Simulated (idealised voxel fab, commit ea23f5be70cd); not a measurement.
The document below concerns the process module designated voxel transistor to metal.
Shown is cross-section cut, with a width of 290 nm and square cells of size 5 nm.
Cross-section format: a grid of square cells, given as bands from top to bottom; each band is one or more rows of cells. This entry defines a band. It first specifies the height of the band's top and the height of its bottom in nm, and then specifies the band's materials from left to right, stating each material with its width in nm. The word "full width" identifies a single material that fills the band from edge to edge, while the word "blank" identifies empty space. Counting heights begins at 0, where everything beneath is, in the wafer as received, one material. The lowest band has no bottom; it goes on downwards, as "0..down" shows. Read "30->40" as a graded width: first number on top, second number at the bottom, same change between each pair of neighbouring rows. Reading "remains unaltered" for a step: not a cell of the cross-section changed in it. The entry titled "Closed void catalog" provides the empty spaces that have no open way to the top, restricted to those of 8 cells or more. Each is presented as width x height at distance, the distance being measured from the left edge, with all three in nm. Heads up: the bit after the settings on a step's line is the simulator's remark on that step. overlay nm: mask offset rightward from planned place, masked step; negative means leftward offset.

## The following list gives the planned process steps
- 1: op RECEIVE | material Si
- 2: op OXIDIZE | depth nm 5
- 3: op CONFORMAL_DEP | material SiN | thk nm 10
- 4: op PATTERN | tone cover | mask id ACTIVE | material resist | width nm 115 | pitch nm 140 | thk nm 15 | overlay nm 0
- 5: op DIRECTIONAL_ETCH | etch materials SiN | depth nm 10
- 6: op DIRECTIONAL_ETCH | etch materials SiO2 | depth nm 5
- 7: op DIRECTIONAL_ETCH | etch materials Si | depth nm 20
- 8: op STRIP | etch materials resist
- 9: op FILL_DEP | material SiO2 | thk nm 10
- 10: op CMP | height nm 10
- 11: op SELECTIVE_ETCH | etch materials SiO2 | depth nm 5
- 12: op STRIP | etch materials SiN
- 13: op SELECTIVE_ETCH | etch materials SiO2 | depth nm 5
- 14: op OXIDIZE | depth nm 5
- 15: op DIRECTIONAL_DEP | material polySi | thk nm 30
- 16: op DIRECTIONAL_DEP | material SiCN | thk nm 15
- 17: op DIRECTIONAL_DEP | material aC | thk nm 10
- 18: op PATTERN | tone cover | mask id GATE | material resist | width nm 25 | pitch nm 140 | thk nm 25 | overlay nm 0
- 19: op DIRECTIONAL_ETCH | etch materials aC | depth nm 10
- 20: op STRIP | etch materials resist
- 21: op DIRECTIONAL_ETCH | etch materials SiCN | depth nm 25
- 22: op DIRECTIONAL_ETCH | etch materials polySi | depth nm 40
- 23: op STRIP | etch materials aC
- 24: op CONFORMAL_DEP | material SiO2 | thk nm 5
- 25: op DIRECTIONAL_ETCH | etch materials SiO2 | depth nm 5
- 26: op CONFORMAL_DEP | material SiN | thk nm 10
- 27: op DIRECTIONAL_ETCH | etch materials SiN | depth nm 10
- 28: op DIRECTIONAL_ETCH | etch materials SiO2 | depth nm 5
- 29: op DIRECTIONAL_ETCH | etch materials Si | depth nm 15
- 30: op EPI | material SiGe | thk nm 15
- 31: op FILL_DEP | material SiO2 | thk nm 5
- 32: op CMP | height nm 40
- 33: op DIRECTIONAL_DEP | material SiO2 | thk nm 15
- 34: op MASKED_ETCH | tone open | mask id CONTACT | width nm 30 | etch materials SiO2 | depth nm 50 | overlay nm 0
- 35: op CONFORMAL_DEP | material TiN | thk nm 5
- 36: op FILL_DEP | material W | thk nm 5
- 37: op CMP | height nm 55
- 38: op CONFORMAL_DEP | material SiN | thk nm 5
- 39: op DIRECTIONAL_DEP | material lowk | thk nm 15
- 40: op MASKED_ETCH | tone open | mask id METAL_1 | width nm 20 | etch materials lowk | depth nm 15 | overlay nm 0
- 41: op MASKED_ETCH | tone open | mask id METAL_1 | width nm 20 | etch materials SiN | depth nm 5 | overlay nm 0
- 42: op CONFORMAL_DEP | material TiN | thk nm 5
- 43: op FILL_DEP | material Cu | thk nm 10
- 44: op CMP | height nm 75
- 45: op EPI | material Ru | thk nm 5
- 46: op FILL_DEP | material SiCN | thk nm 5

## Concerning the first of two wafers, which was run in accordance with the plan

## Cross-section, incoming material, after step 1
* 0..down | Si full width
* Closed void catalog: none

## The wafer in cross-section once step 2 is complete
* 0..-5 | SiO2 full width
* No changes below -5.

## The wafer in cross-section once step 3 is complete
* 10..0 | SiN full width
* No changes below 0.

## The wafer in cross-section once step 4 is complete
* 25..10 | blank (15) / resist (115) / blank (25) / resist (115) / blank (20)
* No changes below 10.

## The wafer in cross-section once step 5 is complete
* 25..10 | blank (15) / resist (115) / blank (25) / resist (115) / blank (20)
* 10..0 | blank (15) / SiN (115) / blank (25) / SiN (115) / blank (20)
* No changes below 0.

## The wafer in cross-section once step 6 is complete
* 25..10 | blank (15) / resist (115) / blank (25) / resist (115) / blank (20)
* 10..0 | blank (15) / SiN (115) / blank (25) / SiN (115) / blank (20)
* 0..-5 | blank (15) / SiO2 (115) / blank (25) / SiO2 (115) / blank (20)
* No changes below -5.

## The wafer in cross-section once step 7 is complete
* 25..10 | blank (15) / resist (115) / blank (25) / resist (115) / blank (20)
* 10..0 | blank (15) / SiN (115) / blank (25) / SiN (115) / blank (20)
* 0..-5 | blank (15) / SiO2 (115) / blank (25) / SiO2 (115) / blank (20)
* -5..-25 | blank (15) / Si (115) / blank (25) / Si (115) / blank (20)
* No changes below -25.

## The wafer in cross-section once step 8 is complete
* 10..0 | blank (15) / SiN (115) / blank (25) / SiN (115) / blank (20)
* No changes below 0.

## The wafer in cross-section once step 9 is complete
* 20..10 | SiO2 full width
* 10..0 | SiO2 (15) / SiN (115) / SiO2 (25) / SiN (115) / SiO2 (20)
* 0..-5 | SiO2 full width
* -5..-25 | SiO2 (15) / Si (115) / SiO2 (25) / Si (115) / SiO2 (20)
* No changes below -25.

## The wafer in cross-section once step 10 is complete
* 10..0 | SiO2 (15) / SiN (115) / SiO2 (25) / SiN (115) / SiO2 (20)
* No changes below 0.

## The wafer in cross-section once step 11 is complete
* 10..5 | blank (15) / SiN (115) / blank (25) / SiN (115) / blank (20)
* No changes below 5.

## The wafer in cross-section once step 12 is complete
* 5..0 | SiO2 (15) / blank (115) / SiO2 (25) / blank (115) / SiO2 (20)
* No changes below 0.

## The wafer in cross-section once step 13 is complete
* 0..-5 | SiO2 (10) / blank (125) / SiO2 (15) / blank (125) / SiO2 (15)
* No changes below -5.

## The wafer in cross-section once step 14 is complete
* 0..-5 | SiO2 (10) / blank (125) / SiO2 (15) / blank (125) / SiO2 (15)
* -5..-10 | SiO2 full width
* No changes below -10.

## The wafer in cross-section once step 15 is complete
* 30..25 | polySi (10) / blank (125) / polySi (15) / blank (125) / polySi (15)
* 25..0 | polySi full width
* 0..-5 | SiO2 (10) / polySi (125) / SiO2 (15) / polySi (125) / SiO2 (15)
* No changes below -5.

## The wafer in cross-section once step 16 is complete
* 45..40 | SiCN (10) / blank (125) / SiCN (15) / blank (125) / SiCN (15)
* 40..30 | SiCN full width
* 30..25 | polySi (10) / SiCN (125) / polySi (15) / SiCN (125) / polySi (15)
* No changes below 25.

## The wafer in cross-section once step 17 is complete
* 55..50 | aC (10) / blank (125) / aC (15) / blank (125) / aC (15)
* 50..45 | aC full width
* 45..40 | SiCN (10) / aC (125) / SiCN (15) / aC (125) / SiCN (15)
* No changes below 40.

## The wafer in cross-section once step 18 is complete
* 80..55 | blank (60) / resist (25) / blank (115) / resist (25) / blank (65)
* 55..50 | aC (10) / blank (50) / resist (25) / blank (50) / aC (15) / blank (50) / resist (25) / blank (50) / aC (15)
* No changes below 50.

## The wafer in cross-section once step 19 is complete
* 70..50 | blank (60) / resist (25) / blank (115) / resist (25) / blank (65)
* 50..45 | blank (60) / aC (25) / blank (115) / aC (25) / blank (65)
* 45..40 | SiCN (10) / blank (50) / aC (25) / blank (50) / SiCN (15) / blank (50) / aC (25) / blank (50) / SiCN (15)
* No changes below 40.

## The wafer in cross-section once step 20 is complete
* 50..45 | blank (60) / aC (25) / blank (115) / aC (25) / blank (65)
* No changes below 45.

## The wafer in cross-section once step 21 is complete
* 50..40 | blank (60) / aC (25) / blank (115) / aC (25) / blank (65)
* 40..30 | blank (60) / SiCN (25) / blank (115) / SiCN (25) / blank (65)
* 30..25 | polySi (10) / blank (50) / SiCN (25) / blank (50) / polySi (15) / blank (50) / SiCN (25) / blank (50) / polySi (15)
* No changes below 25.

## The wafer in cross-section once step 22 is complete
* 50..40 | blank (60) / aC (25) / blank (115) / aC (25) / blank (65)
* 40..25 | blank (60) / SiCN (25) / blank (115) / SiCN (25) / blank (65)
* 25..0 | blank (60) / polySi (25) / blank (115) / polySi (25) / blank (65)
* 0..-5 | SiO2 (10) / blank (50) / polySi (25) / blank (50) / SiO2 (15) / blank (50) / polySi (25) / blank (50) / SiO2 (15)
* No changes below -5.

## The wafer in cross-section once step 23 is complete
* 40..25 | blank (60) / SiCN (25) / blank (115) / SiCN (25) / blank (65)
* No changes below 25.

## The wafer in cross-section once step 24 is complete
* 45..40 | blank (55) / SiO2 (35) / blank (105) / SiO2 (35) / blank (60)
* 40..25 | blank (55) / SiO2 (5) / SiCN (25) / SiO2 (5) / blank (105) / SiO2 (5) / SiCN (25) / SiO2 (5) / blank (60)
* 25..5 | blank (55) / SiO2 (5) / polySi (25) / SiO2 (5) / blank (105) / SiO2 (5) / polySi (25) / SiO2 (5) / blank (60)
* 5..0 | SiO2 (15) / blank (40) / SiO2 (5) / polySi (25) / SiO2 (5) / blank (40) / SiO2 (25) / blank (40) / SiO2 (5) / polySi (25) / SiO2 (5) / blank (40) / SiO2 (20)
* 0..-5 | SiO2 (60) / polySi (25) / SiO2 (115) / polySi (25) / SiO2 (65)
* No changes below -5.

## The wafer in cross-section once step 25 is complete
* 40..25 | blank (55) / SiO2 (5) / SiCN (25) / SiO2 (5) / blank (105) / SiO2 (5) / SiCN (25) / SiO2 (5) / blank (60)
* 25..0 | blank (55) / SiO2 (5) / polySi (25) / SiO2 (5) / blank (105) / SiO2 (5) / polySi (25) / SiO2 (5) / blank (60)
* 0..-5 | SiO2 (15) / blank (40) / SiO2 (5) / polySi (25) / SiO2 (5) / blank (40) / SiO2 (25) / blank (40) / SiO2 (5) / polySi (25) / SiO2 (5) / blank (40) / SiO2 (20)
* No changes below -5.

## The wafer in cross-section once step 26 is complete
* 50..40 | blank (45) / SiN (55) / blank (85) / SiN (55) / blank (50)
* 40..25 | blank (45) / SiN (10) / SiO2 (5) / SiCN (25) / SiO2 (5) / SiN (10) / blank (85) / SiN (10) / SiO2 (5) / SiCN (25) / SiO2 (5) / SiN (10) / blank (50)
* 25..10 | blank (45) / SiN (10) / SiO2 (5) / polySi (25) / SiO2 (5) / SiN (10) / blank (85) / SiN (10) / SiO2 (5) / polySi (25) / SiO2 (5) / SiN (10) / blank (50)
* 10..5 | SiN (25) / blank (20) / SiN (10) / SiO2 (5) / polySi (25) / SiO2 (5) / SiN (10) / blank (20) / SiN (45) / blank (20) / SiN (10) / SiO2 (5) / polySi (25) / SiO2 (5) / SiN (10) / blank (20) / SiN (30)
* 5..0 | SiN (55) / SiO2 (5) / polySi (25) / SiO2 (5) / SiN (105) / SiO2 (5) / polySi (25) / SiO2 (5) / SiN (60)
* 0..-5 | SiO2 (15) / SiN (40) / SiO2 (5) / polySi (25) / SiO2 (5) / SiN (40) / SiO2 (25) / SiN (40) / SiO2 (5) / polySi (25) / SiO2 (5) / SiN (40) / SiO2 (20)
* No changes below -5.

## The wafer in cross-section once step 27 is complete
* 40..25 | blank (45) / SiN (10) / SiO2 (5) / SiCN (25) / SiO2 (5) / SiN (10) / blank (85) / SiN (10) / SiO2 (5) / SiCN (25) / SiO2 (5) / SiN (10) / blank (50)
* 25..0 | blank (45) / SiN (10) / SiO2 (5) / polySi (25) / SiO2 (5) / SiN (10) / blank (85) / SiN (10) / SiO2 (5) / polySi (25) / SiO2 (5) / SiN (10) / blank (50)
* 0..-5 | SiO2 (15) / SiN (10) / blank (20) / SiN (10) / SiO2 (5) / polySi (25) / SiO2 (5) / SiN (10) / blank (20) / SiN (10) / SiO2 (25) / SiN (10) / blank (20) / SiN (10) / SiO2 (5) / polySi (25) / SiO2 (5) / SiN (10) / blank (20) / SiN (10) / SiO2 (20)
* No changes below -5.

## The wafer in cross-section once step 28 is complete
* 40..35 | blank (45) / SiN (10) / blank (5) / SiCN (25) / blank (5) / SiN (10) / blank (85) / SiN (10) / blank (5) / SiCN (25) / blank (5) / SiN (10) / blank (50)
* 35..25 | blank (45) / SiN (10) / SiO2 (5) / SiCN (25) / SiO2 (5) / SiN (10) / blank (85) / SiN (10) / SiO2 (5) / SiCN (25) / SiO2 (5) / SiN (10) / blank (50)
* 25..0 | blank (45) / SiN (10) / SiO2 (5) / polySi (25) / SiO2 (5) / SiN (10) / blank (85) / SiN (10) / SiO2 (5) / polySi (25) / SiO2 (5) / SiN (10) / blank (50)
* 0..-5 | blank (15) / SiN (10) / blank (20) / SiN (10) / SiO2 (5) / polySi (25) / SiO2 (5) / SiN (10) / blank (20) / SiN (10) / blank (25) / SiN (10) / blank (20) / SiN (10) / SiO2 (5) / polySi (25) / SiO2 (5) / SiN (10) / blank (20) / SiN (10) / blank (20)
* -5..-10 | SiO2 (25) / blank (20) / SiO2 (55) / blank (20) / SiO2 (45) / blank (20) / SiO2 (55) / blank (20) / SiO2 (30)
* No changes below -10.

## The wafer in cross-section once step 29 is complete
* 40..35 | blank (45) / SiN (10) / blank (5) / SiCN (25) / blank (5) / SiN (10) / blank (85) / SiN (10) / blank (5) / SiCN (25) / blank (5) / SiN (10) / blank (50)
* 35..25 | blank (45) / SiN (10) / SiO2 (5) / SiCN (25) / SiO2 (5) / SiN (10) / blank (85) / SiN (10) / SiO2 (5) / SiCN (25) / SiO2 (5) / SiN (10) / blank (50)
* 25..0 | blank (45) / SiN (10) / SiO2 (5) / polySi (25) / SiO2 (5) / SiN (10) / blank (85) / SiN (10) / SiO2 (5) / polySi (25) / SiO2 (5) / SiN (10) / blank (50)
* 0..-5 | blank (15) / SiN (10) / blank (20) / SiN (10) / SiO2 (5) / polySi (25) / SiO2 (5) / SiN (10) / blank (20) / SiN (10) / blank (25) / SiN (10) / blank (20) / SiN (10) / SiO2 (5) / polySi (25) / SiO2 (5) / SiN (10) / blank (20) / SiN (10) / blank (20)
* -5..-10 | SiO2 (25) / blank (20) / SiO2 (55) / blank (20) / SiO2 (45) / blank (20) / SiO2 (55) / blank (20) / SiO2 (30)
* -10..-25 | SiO2 (15) / Si (10) / blank (20) / Si (55) / blank (20) / Si (10) / SiO2 (25) / Si (10) / blank (20) / Si (55) / blank (20) / Si (10) / SiO2 (20)
* No changes below -25.

## The wafer in cross-section once step 30 is complete
* 40..35 | blank (45) / SiN (10) / blank (5) / SiCN (25) / blank (5) / SiN (10) / blank (85) / SiN (10) / blank (5) / SiCN (25) / blank (5) / SiN (10) / blank (50)
* 35..25 | blank (45) / SiN (10) / SiO2 (5) / SiCN (25) / SiO2 (5) / SiN (10) / blank (85) / SiN (10) / SiO2 (5) / SiCN (25) / SiO2 (5) / SiN (10) / blank (50)
* 25..5 | blank (45) / SiN (10) / SiO2 (5) / polySi (25) / SiO2 (5) / SiN (10) / blank (85) / SiN (10) / SiO2 (5) / polySi (25) / SiO2 (5) / SiN (10) / blank (50)
* 5..0 | blank (20) / SiGe (25) / SiN (10) / SiO2 (5) / polySi (25) / SiO2 (5) / SiN (10) / SiGe (25) / blank (35) / SiGe (25) / SiN (10) / SiO2 (5) / polySi (25) / SiO2 (5) / SiN (10) / SiGe (25) / blank (25)
* 0..-5 | blank (15) / SiN (10) / SiGe (20) / SiN (10) / SiO2 (5) / polySi (25) / SiO2 (5) / SiN (10) / SiGe (20) / SiN (10) / blank (25) / SiN (10) / SiGe (20) / SiN (10) / SiO2 (5) / polySi (25) / SiO2 (5) / SiN (10) / SiGe (20) / SiN (10) / blank (20)
* -5..-10 | SiO2 (25) / SiGe (20) / SiO2 (55) / SiGe (20) / SiO2 (45) / SiGe (20) / SiO2 (55) / SiGe (20) / SiO2 (30)
* -10..-25 | SiO2 (15) / Si (10) / SiGe (20) / Si (55) / SiGe (20) / Si (10) / SiO2 (25) / Si (10) / SiGe (20) / Si (55) / SiGe (20) / Si (10) / SiO2 (20)
* No changes below -25.

## The wafer in cross-section once step 31 is complete
* 45..40 | SiO2 full width
* 40..25 | SiO2 (45) / SiN (10) / SiO2 (5) / SiCN (25) / SiO2 (5) / SiN (10) / SiO2 (85) / SiN (10) / SiO2 (5) / SiCN (25) / SiO2 (5) / SiN (10) / SiO2 (50)
* 25..5 | SiO2 (45) / SiN (10) / SiO2 (5) / polySi (25) / SiO2 (5) / SiN (10) / SiO2 (85) / SiN (10) / SiO2 (5) / polySi (25) / SiO2 (5) / SiN (10) / SiO2 (50)
* 5..0 | SiO2 (20) / SiGe (25) / SiN (10) / SiO2 (5) / polySi (25) / SiO2 (5) / SiN (10) / SiGe (25) / SiO2 (35) / SiGe (25) / SiN (10) / SiO2 (5) / polySi (25) / SiO2 (5) / SiN (10) / SiGe (25) / SiO2 (25)
* 0..-5 | SiO2 (15) / SiN (10) / SiGe (20) / SiN (10) / SiO2 (5) / polySi (25) / SiO2 (5) / SiN (10) / SiGe (20) / SiN (10) / SiO2 (25) / SiN (10) / SiGe (20) / SiN (10) / SiO2 (5) / polySi (25) / SiO2 (5) / SiN (10) / SiGe (20) / SiN (10) / SiO2 (20)
* No changes below -5.

## The wafer in cross-section once step 32 is complete
* 40..25 | SiO2 (45) / SiN (10) / SiO2 (5) / SiCN (25) / SiO2 (5) / SiN (10) / SiO2 (85) / SiN (10) / SiO2 (5) / SiCN (25) / SiO2 (5) / SiN (10) / SiO2 (50)
* No changes below 25.

## The wafer in cross-section once step 33 is complete
* 55..40 | SiO2 full width
* No changes below 40.

## The wafer in cross-section once step 34 is complete
* 55..40 | SiO2 (25) / blank (30) / SiO2 (35) / blank (30) / SiO2 (45) / blank (30) / SiO2 (35) / blank (30) / SiO2 (30)
* 40..25 | SiO2 (25) / blank (20) / SiN (10) / SiO2 (5) / SiCN (25) / SiO2 (5) / SiN (10) / blank (20) / SiO2 (45) / blank (20) / SiN (10) / SiO2 (5) / SiCN (25) / SiO2 (5) / SiN (10) / blank (20) / SiO2 (30)
* 25..5 | SiO2 (25) / blank (20) / SiN (10) / SiO2 (5) / polySi (25) / SiO2 (5) / SiN (10) / blank (20) / SiO2 (45) / blank (20) / SiN (10) / SiO2 (5) / polySi (25) / SiO2 (5) / SiN (10) / blank (20) / SiO2 (30)
* No changes below 5.

## The wafer in cross-section once step 35 is complete
* 60..55 | TiN (30) / blank (20) / TiN (45) / blank (20) / TiN (55) / blank (20) / TiN (45) / blank (20) / TiN (35)
* 55..45 | SiO2 (25) / TiN (5) / blank (20) / TiN (5) / SiO2 (35) / TiN (5) / blank (20) / TiN (5) / SiO2 (45) / TiN (5) / blank (20) / TiN (5) / SiO2 (35) / TiN (5) / blank (20) / TiN (5) / SiO2 (30)
* 45..40 | SiO2 (25) / TiN (5) / blank (10) / TiN (15) / SiO2 (35) / TiN (15) / blank (10) / TiN (5) / SiO2 (45) / TiN (5) / blank (10) / TiN (15) / SiO2 (35) / TiN (15) / blank (10) / TiN (5) / SiO2 (30)
* 40..25 | SiO2 (25) / TiN (5) / blank (10) / TiN (5) / SiN (10) / SiO2 (5) / SiCN (25) / SiO2 (5) / SiN (10) / TiN (5) / blank (10) / TiN (5) / SiO2 (45) / TiN (5) / blank (10) / TiN (5) / SiN (10) / SiO2 (5) / SiCN (25) / SiO2 (5) / SiN (10) / TiN (5) / blank (10) / TiN (5) / SiO2 (30)
* 25..10 | SiO2 (25) / TiN (5) / blank (10) / TiN (5) / SiN (10) / SiO2 (5) / polySi (25) / SiO2 (5) / SiN (10) / TiN (5) / blank (10) / TiN (5) / SiO2 (45) / TiN (5) / blank (10) / TiN (5) / SiN (10) / SiO2 (5) / polySi (25) / SiO2 (5) / SiN (10) / TiN (5) / blank (10) / TiN (5) / SiO2 (30)
* 10..5 | SiO2 (25) / TiN (20) / SiN (10) / SiO2 (5) / polySi (25) / SiO2 (5) / SiN (10) / TiN (20) / SiO2 (45) / TiN (20) / SiN (10) / SiO2 (5) / polySi (25) / SiO2 (5) / SiN (10) / TiN (20) / SiO2 (30)
* No changes below 5.

## The wafer in cross-section once step 36 is complete
* 65..60 | W full width
* 60..55 | TiN (30) / W (20) / TiN (45) / W (20) / TiN (55) / W (20) / TiN (45) / W (20) / TiN (35)
* 55..45 | SiO2 (25) / TiN (5) / W (20) / TiN (5) / SiO2 (35) / TiN (5) / W (20) / TiN (5) / SiO2 (45) / TiN (5) / W (20) / TiN (5) / SiO2 (35) / TiN (5) / W (20) / TiN (5) / SiO2 (30)
* 45..40 | SiO2 (25) / TiN (5) / W (10) / TiN (15) / SiO2 (35) / TiN (15) / W (10) / TiN (5) / SiO2 (45) / TiN (5) / W (10) / TiN (15) / SiO2 (35) / TiN (15) / W (10) / TiN (5) / SiO2 (30)
* 40..25 | SiO2 (25) / TiN (5) / W (10) / TiN (5) / SiN (10) / SiO2 (5) / SiCN (25) / SiO2 (5) / SiN (10) / TiN (5) / W (10) / TiN (5) / SiO2 (45) / TiN (5) / W (10) / TiN (5) / SiN (10) / SiO2 (5) / SiCN (25) / SiO2 (5) / SiN (10) / TiN (5) / W (10) / TiN (5) / SiO2 (30)
* 25..10 | SiO2 (25) / TiN (5) / W (10) / TiN (5) / SiN (10) / SiO2 (5) / polySi (25) / SiO2 (5) / SiN (10) / TiN (5) / W (10) / TiN (5) / SiO2 (45) / TiN (5) / W (10) / TiN (5) / SiN (10) / SiO2 (5) / polySi (25) / SiO2 (5) / SiN (10) / TiN (5) / W (10) / TiN (5) / SiO2 (30)
* No changes below 10.

## The wafer in cross-section once step 37 is complete
* 55..45 | SiO2 (25) / TiN (5) / W (20) / TiN (5) / SiO2 (35) / TiN (5) / W (20) / TiN (5) / SiO2 (45) / TiN (5) / W (20) / TiN (5) / SiO2 (35) / TiN (5) / W (20) / TiN (5) / SiO2 (30)
* No changes below 45.

## The wafer in cross-section once step 38 is complete
* 60..55 | SiN full width
* No changes below 55.

## The wafer in cross-section once step 39 is complete
* 75..60 | lowk full width
* No changes below 60.

## The wafer in cross-section once step 40 is complete
* 75..60 | lowk (25) / blank (20) / lowk (55) / blank (20) / lowk (45) / blank (20) / lowk (55) / blank (20) / lowk (30)
* No changes below 60.

## The wafer in cross-section once step 41 is complete
* 75..60 | lowk (25) / blank (20) / lowk (55) / blank (20) / lowk (45) / blank (20) / lowk (55) / blank (20) / lowk (30)
* 60..55 | SiN (25) / blank (20) / SiN (55) / blank (20) / SiN (45) / blank (20) / SiN (55) / blank (20) / SiN (30)
* No changes below 55.

## The wafer in cross-section once step 42 is complete
* 80..75 | TiN (30) / blank (10) / TiN (65) / blank (10) / TiN (55) / blank (10) / TiN (65) / blank (10) / TiN (35)
* 75..60 | lowk (25) / TiN (5) / blank (10) / TiN (5) / lowk (55) / TiN (5) / blank (10) / TiN (5) / lowk (45) / TiN (5) / blank (10) / TiN (5) / lowk (55) / TiN (5) / blank (10) / TiN (5) / lowk (30)
* 60..55 | SiN (25) / TiN (20) / SiN (55) / TiN (20) / SiN (45) / TiN (20) / SiN (55) / TiN (20) / SiN (30)
* No changes below 55.

## The wafer in cross-section once step 43 is complete
* 90..80 | Cu full width
* 80..75 | TiN (30) / Cu (10) / TiN (65) / Cu (10) / TiN (55) / Cu (10) / TiN (65) / Cu (10) / TiN (35)
* 75..60 | lowk (25) / TiN (5) / Cu (10) / TiN (5) / lowk (55) / TiN (5) / Cu (10) / TiN (5) / lowk (45) / TiN (5) / Cu (10) / TiN (5) / lowk (55) / TiN (5) / Cu (10) / TiN (5) / lowk (30)
* No changes below 60.

## The wafer in cross-section once step 44 is complete
* 75..60 | lowk (25) / TiN (5) / Cu (10) / TiN (5) / lowk (55) / TiN (5) / Cu (10) / TiN (5) / lowk (45) / TiN (5) / Cu (10) / TiN (5) / lowk (55) / TiN (5) / Cu (10) / TiN (5) / lowk (30)
* No changes below 60.

## The wafer in cross-section once step 45 is complete
* 80..75 | blank (20) / Ru (30) / blank (45) / Ru (30) / blank (35) / Ru (30) / blank (45) / Ru (30) / blank (25)
* No changes below 75.

## The wafer in cross-section once step 46 is complete
* 85..80 | SiCN full width
* 80..75 | SiCN (20) / Ru (30) / SiCN (45) / Ru (30) / SiCN (35) / Ru (30) / SiCN (45) / Ru (30) / SiCN (25)
* No changes below 75.

## Second wafer, same starting state and plan as the first, one mistake in the run, identical through step 37

## Second wafer shown in cross-section at the time step 38 was slated to end
* 70..55 | lowk full width
* No changes below 55.

## Second wafer shown in cross-section at the time step 39 was slated to end
* 75..70 | SiN full width
* No changes below 70.

Second wafer shown in cross-section at the time step 40 was slated to end: remains unaltered

## Second wafer shown in cross-section at the time step 41 was slated to end
* 75..70 | SiN (25) / blank (20) / SiN (55) / blank (20) / SiN (45) / blank (20) / SiN (55) / blank (20) / SiN (30)
* No changes below 70.

## Second wafer shown in cross-section at the time step 42 was slated to end
* 80..75 | TiN (30) / blank (10) / TiN (65) / blank (10) / TiN (55) / blank (10) / TiN (65) / blank (10) / TiN (35)
* 75..70 | SiN (25) / TiN (20) / SiN (55) / TiN (20) / SiN (45) / TiN (20) / SiN (55) / TiN (20) / SiN (30)
* No changes below 70.

## Second wafer shown in cross-section at the time step 43 was slated to end
* 90..80 | Cu full width
* 80..75 | TiN (30) / Cu (10) / TiN (65) / Cu (10) / TiN (55) / Cu (10) / TiN (65) / Cu (10) / TiN (35)
* No changes below 75.

## Second wafer shown in cross-section at the time step 44 was slated to end
* 75..70 | SiN (25) / TiN (20) / SiN (55) / TiN (20) / SiN (45) / TiN (20) / SiN (55) / TiN (20) / SiN (30)
* No changes below 70.

## Second wafer shown in cross-section at the time step 45 was slated to end
* 80..75 | blank (20) / Ru (30) / blank (45) / Ru (30) / blank (35) / Ru (30) / blank (45) / Ru (30) / blank (25)
* No changes below 75.

## Second wafer shown in cross-section at the time step 46 was slated to end
* 85..80 | SiCN full width
* 80..75 | SiCN (20) / Ru (30) / SiCN (45) / Ru (30) / SiCN (35) / Ru (30) / SiCN (45) / Ru (30) / SiCN (25)
* No changes below 75.
Heads up, the wafer didn't run the way we planned it: a sequencing error occurred in which plan steps 38 and 39 were transposed
Wrapping up, a cell-based count of both wafers puts the second over or under the first for these materials: -24 Cu; -24 TiN; +48 lowk
